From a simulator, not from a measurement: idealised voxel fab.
process module | voxel double patterning
Shown is cross-section cut, with a width of 210 nm and square cells of size 5 nm.
Each cross-section below is a grid of square cells, stated as bands in top-down order, with one or more rows of cells making up each band.
First you get the band's top height and its bottom height, in nm, and then the materials it's made of, left to right, with each width in nm. If you see a single material with "full width", that one covers the band edge to edge. "air" is empty space.
Heights are reckoned from 0. Under this level, the received wafer is all of one material. The bottommost band is open-ended downward, for example "0 -> down".
It should be noted that a width expressed as "30 to 40" varies in equal increments from row to row of cells within the band, taking the value of the first number at the top row and that of the second number at the bottom row.
A step reported as "left unchanged" is a step in which no cell of the cross-section changed.
If an empty space has no open way to the top and is at least 8 cells in size, "Enclosed void inventory" lists it, written width x height at distance, where distance is measured from the left edge and every value is in nm.
Text after the settings on a step's line: the simulator's own remark on that step.
The setting "overlay nm" may be written on the line of a step. When the step uses a mask, the value reports how far to the right of the planned place the mask lay, and a negative value reports that it lay to the left.

Planned process steps
1: RECEIVE with material Si
2: CONFORMAL_DEP with material SiO2, thk nm 10
3: DIRECTIONAL_DEP with material polySi, thk nm 10
4: DIRECTIONAL_DEP with material SiN, thk nm 10
5: DIRECTIONAL_DEP with material aC, thk nm 10
6: PATTERN with tone open, mask id FIRST, material resist, width nm 15, pitch nm 50, thk nm 25, overlay nm 0
7: DIRECTIONAL_ETCH with etch materials aC, depth nm 10
8: STRIP with etch materials resist
9: DIRECTIONAL_ETCH with etch materials SiN, depth nm 10
10: STRIP with etch materials aC
11: MASKED_ETCH with tone open, mask id SECOND, width nm 15, pitch nm 50, etch materials SiN, depth nm 10, overlay nm 0
12: DIRECTIONAL_ETCH with etch materials polySi, depth nm 10
13: STRIP with etch materials SiN

First wafer, as planned

Delivered wafer in cross-section: state after step 1
> 0 -> down | Si full width
> Enclosed void inventory: none

So this is the wafer cross-section right after step 2
> 10 -> 0 | SiO2 full width
> Unchanged below 0.

So this is the wafer cross-section right after step 3
> 20 -> 10 | polySi full width
> Unchanged below 10.

So this is the wafer cross-section right after step 4
> 30 -> 20 | SiN full width
> Unchanged below 20.

So this is the wafer cross-section right after step 5
> 40 -> 30 | aC full width
> Unchanged below 30.

So this is the wafer cross-section right after step 6
> 65 -> 40 | resist 45, then air 15, then resist 35, then air 15, then resist 35, then air 15, then resist 50
> Unchanged below 40.

So this is the wafer cross-section right after step 7
> 55 -> 40 | resist 45, then air 15, then resist 35, then air 15, then resist 35, then air 15, then resist 50
> 40 -> 30 | aC 45, then air 15, then aC 35, then air 15, then aC 35, then air 15, then aC 50
> Unchanged below 30.

So this is the wafer cross-section right after step 8
> 40 -> 30 | aC 45, then air 15, then aC 35, then air 15, then aC 35, then air 15, then aC 50
> Unchanged below 30.

So this is the wafer cross-section right after step 9
> 40 -> 30 | aC 45, then air 15, then aC 35, then air 15, then aC 35, then air 15, then aC 50
> 30 -> 20 | SiN 45, then air 15, then SiN 35, then air 15, then SiN 35, then air 15, then SiN 50
> Unchanged below 20.

So this is the wafer cross-section right after step 10
> 30 -> 20 | SiN 45, then air 15, then SiN 35, then air 15, then SiN 35, then air 15, then SiN 50
> Unchanged below 20.

So this is the wafer cross-section right after step 11
> 30 -> 20 | SiN 45, then air 15, then SiN 10, then air 15, then SiN 10, then air 15, then SiN 10, then air 15, then SiN 10, then air 15, then SiN 50
> Unchanged below 20.

So this is the wafer cross-section right after step 12
> 30 -> 20 | SiN 45, then air 15, then SiN 10, then air 15, then SiN 10, then air 15, then SiN 10, then air 15, then SiN 10, then air 15, then SiN 50
> 20 -> 10 | polySi 45, then air 15, then polySi 10, then air 15, then polySi 10, then air 15, then polySi 10, then air 15, then polySi 10, then air 15, then polySi 50
> Unchanged below 10.

So this is the wafer cross-section right after step 13
> 20 -> 10 | polySi 45, then air 15, then polySi 10, then air 15, then polySi 10, then air 15, then polySi 10, then air 15, then polySi 10, then air 15, then polySi 50
> Unchanged below 10.

The second wafer was prepared from the same starting point and under the same plan as the first; its processing contained one mistake, and it remains indistinguishable from the first wafer up to and including step 5

The second wafer in cross-section, at the planned close of step 6
> 65 -> 40 | air 45, then resist 15, then air 35, then resist 15, then air 35, then resist 15, then air 50
> Unchanged below 40.

The second wafer in cross-section, at the planned close of step 7
> 55 -> 40 | air 45, then resist 15, then air 35, then resist 15, then air 35, then resist 15, then air 50
> 40 -> 30 | air 45, then aC 15, then air 35, then aC 15, then air 35, then aC 15, then air 50
> Unchanged below 30.

The second wafer in cross-section, at the planned close of step 8
> 40 -> 30 | air 45, then aC 15, then air 35, then aC 15, then air 35, then aC 15, then air 50
> Unchanged below 30.

The second wafer in cross-section, at the planned close of step 9
> 40 -> 30 | air 45, then aC 15, then air 35, then aC 15, then air 35, then aC 15, then air 50
> 30 -> 20 | air 45, then SiN 15, then air 35, then SiN 15, then air 35, then SiN 15, then air 50
> Unchanged below 20.

The second wafer in cross-section, at the planned close of step 10
> 30 -> 20 | air 45, then SiN 15, then air 35, then SiN 15, then air 35, then SiN 15, then air 50
> Unchanged below 20.

The second wafer in cross-section, at the planned close of step 11: left unchanged

The second wafer in cross-section, at the planned close of step 12
> 30 -> 20 | air 45, then SiN 15, then air 35, then SiN 15, then air 35, then SiN 15, then air 50
> 20 -> 10 | air 45, then polySi 15, then air 35, then polySi 15, then air 35, then polySi 15, then air 50
> Unchanged below 10.

The second wafer in cross-section, at the planned close of step 13
> 20 -> 10 | air 45, then polySi 15, then air 35, then polySi 15, then air 35, then polySi 15, then air 50
> Unchanged below 10.
Nonconformance to the process plan: step 6 deviated from plan and actually ran as PATTERN with tone cover, mask id FIRST, material resist, width nm 15, pitch nm 50, thk nm 25, overlay nm 0
The final cell counts differ between the wafers, with the second having more or fewer of some materials than the first: polySi: 36 fewer
